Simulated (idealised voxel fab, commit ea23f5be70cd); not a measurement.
process module | voxel transistor to metal
cross-section cut | 205 nm wide | cells 5 nm
A cross-section is a grid of square cells, given in bands from the top down. A band is one or more rows of cells.
Each band's line starts with the height of the band's top and of its bottom, in nm. Then come its materials from left to right, each with its width in nm. One material with "throughout" fills the band from edge to edge. "air" is empty space.
Height 0 is the level under which the wafer as received is all one material. The lowest band goes on downwards, as in "0 down".
A width such as "30 to 40" changes by the same amount from each row of cells to the next, from the band's top row to its bottom row.
"no change" after a step means that no cell of the cross-section changed.
closed voids: empty space of 8 cells or more with no open way to the top, each as width x height at its distance from the left edge, in nm
after a step's settings: what the simulator itself notes on the step
overlay nm, on a step with a mask: how far to the right of its planned place the mask lay; to the left if negative
plan
1 op RECEIVE | material Si
2 op CONFORMAL_DEP | material SiO2 | thk nm 5
3 op CONFORMAL_DEP | material SiN | thk nm 15
4 op MASKED_ETCH | tone cover | mask id ACTIVE | width nm 95 | etch materials SiN | depth nm 15 | overlay nm 0
5 op MASKED_ETCH | tone cover | mask id ACTIVE | width nm 95 | etch materials SiO2 | depth nm 5 | overlay nm 0
6 op MASKED_ETCH | tone cover | mask id ACTIVE | width nm 95 | etch materials Si | depth nm 25 | overlay nm 0
7 op FILL_DEP | material SiO2 | thk nm 15
8 op CMP | height nm 20
9 op SELECTIVE_ETCH | etch materials SiO2 | depth nm 15
10 op STRIP | etch materials SiN
11 op SELECTIVE_ETCH | etch materials SiO2 | depth nm 5
12 op OXIDIZE | depth nm 5
13 op DIRECTIONAL_DEP | material polySi | thk nm 30
14 op DIRECTIONAL_DEP | material SiCN | thk nm 15
15 op DIRECTIONAL_DEP | material aC | thk nm 15
16 op PATTERN | tone cover | mask id GATE | material resist | width nm 15 | thk nm 35 | overlay nm 0
17 op DIRECTIONAL_ETCH | etch materials aC | depth nm 15
18 op STRIP | etch materials resist
19 op DIRECTIONAL_ETCH | etch materials SiCN | depth nm 25
20 op DIRECTIONAL_ETCH | etch materials polySi | depth nm 40
21 op STRIP | etch materials aC
22 op CONFORMAL_DEP | material SiN | thk nm 5
23 op DIRECTIONAL_ETCH | etch materials SiN | depth nm 5
24 op DIRECTIONAL_ETCH | etch materials SiO2 | depth nm 5
25 op DIRECTIONAL_ETCH | etch materials Si | depth nm 15
26 op EPI | material pSi | thk nm 20
27 op FILL_DEP | material SiO2 | thk nm 5
28 op CMP | height nm 45
29 op DIRECTIONAL_DEP | material SiO2 | thk nm 15
30 op PATTERN | tone open | mask id CONTACT | material resist | width nm 20 | pitch nm 65 | thk nm 15 | overlay nm 0
31 op DIRECTIONAL_ETCH | etch materials SiO2 | depth nm 60
32 op STRIP | etch materials resist
33 op CONFORMAL_DEP | material TiN | thk nm 5
34 op FILL_DEP | material W | thk nm 10
35 op CMP | height nm 60
36 op CONFORMAL_DEP | material SiCN | thk nm 5
37 op DIRECTIONAL_DEP | material lowk | thk nm 20
38 op MASKED_ETCH | tone open | mask id METAL_1 | width nm 20 | pitch nm 65 | etch materials lowk | depth nm 20 | overlay nm 0
39 op MASKED_ETCH | tone open | mask id METAL_1 | width nm 20 | pitch nm 65 | etch materials SiCN | depth nm 5 | overlay nm 0
40 op CONFORMAL_DEP | material TiN | thk nm 5
41 op FILL_DEP | material Cu | thk nm 5
42 op CMP | height nm 85
43 op CONFORMAL_DEP | material SiCN | thk nm 5
44 op DIRECTIONAL_DEP | material SiO2 | thk nm 30
45 op PATTERN | tone open | mask id METAL_2_HOLES | material resist | width nm 15 | pitch nm 65 | thk nm 15 | overlay nm 0
46 op DIRECTIONAL_ETCH | etch materials SiO2 | depth nm 30
47 op STRIP | etch materials resist
48 op MASKED_ETCH | tone open | mask id METAL_2 | width nm 20 | pitch nm 65 | etch materials SiO2 | depth nm 15 | overlay nm 0
49 op MASKED_ETCH | tone open | mask id METAL_2 | width nm 20 | pitch nm 65 | etch materials SiCN | depth nm 5 | overlay nm 0
50 op CONFORMAL_DEP | material TiN | thk nm 5
51 op FILL_DEP | material Cu | thk nm 10
52 op CMP | height nm 120
53 op CONFORMAL_DEP | material SiCN | thk nm 5
as received, after step 1
  0 down: Si throughout
  closed voids: none
a wafer at the end: this start, this plan, one mistake
  125 to 120: SiCN throughout
  120 to 110: SiO2 55 | TiN 5 | Cu 20 | TiN 5 | SiO2 35 | TiN 5 | Cu 20 | TiN 5 | SiO2 55
  110 to 105: SiO2 55 | TiN 10 | Cu 5 | TiN 15 | SiO2 35 | TiN 10 | Cu 5 | TiN 15 | SiO2 55
  105 to 90: SiO2 60 | TiN 5 | Cu 5 | TiN 5 | SiO2 50 | TiN 5 | Cu 5 | TiN 5 | SiO2 65
  90 to 85: SiCN 60 | TiN 15 | SiCN 50 | TiN 15 | SiCN 65
  85 to 65: lowk 60 | TiN 5 | Cu 10 | TiN 5 | lowk 45 | TiN 5 | Cu 10 | TiN 5 | lowk 60
  65 to 60: SiCN 60 | TiN 20 | SiCN 45 | TiN 20 | SiCN 60
  60 to 45: SiO2 60 | TiN 5 | W 10 | TiN 5 | SiO2 45 | TiN 5 | W 10 | TiN 5 | SiO2 60
  45 to 30: SiO2 60 | TiN 5 | W 10 | TiN 5 | SiO2 10 | SiN 5 | SiCN 15 | SiN 5 | SiO2 10 | TiN 5 | W 10 | TiN 5 | SiO2 60
  30 to 20: SiO2 60 | TiN 5 | W 10 | TiN 5 | SiO2 10 | SiN 5 | polySi 15 | SiN 5 | SiO2 10 | TiN 5 | W 10 | TiN 5 | SiO2 60
  20 to 15: SiO2 60 | TiN 20 | SiO2 10 | SiN 5 | polySi 15 | SiN 5 | SiO2 10 | TiN 20 | SiO2 60
  15 to 0: SiO2 60 | TiN 10 | pSi 20 | SiN 5 | polySi 15 | SiN 5 | pSi 20 | TiN 10 | SiO2 60
  0 to -5: SiO2 50 | pSi 40 | SiO2 25 | pSi 40 | SiO2 50
  -5 to -20: SiO2 55 | pSi 35 | Si 25 | pSi 35 | SiO2 55
  -20 to -25: SiO2 55 | Si 95 | SiO2 55
  -25 down: Si throughout
  closed voids: none
what went wrong: step 48 ran as: op MASKED_ETCH | tone open | mask id METAL_2 | width nm 30 | pitch nm 65 | etch materials SiO2 | depth nm 15 | overlay nm 0
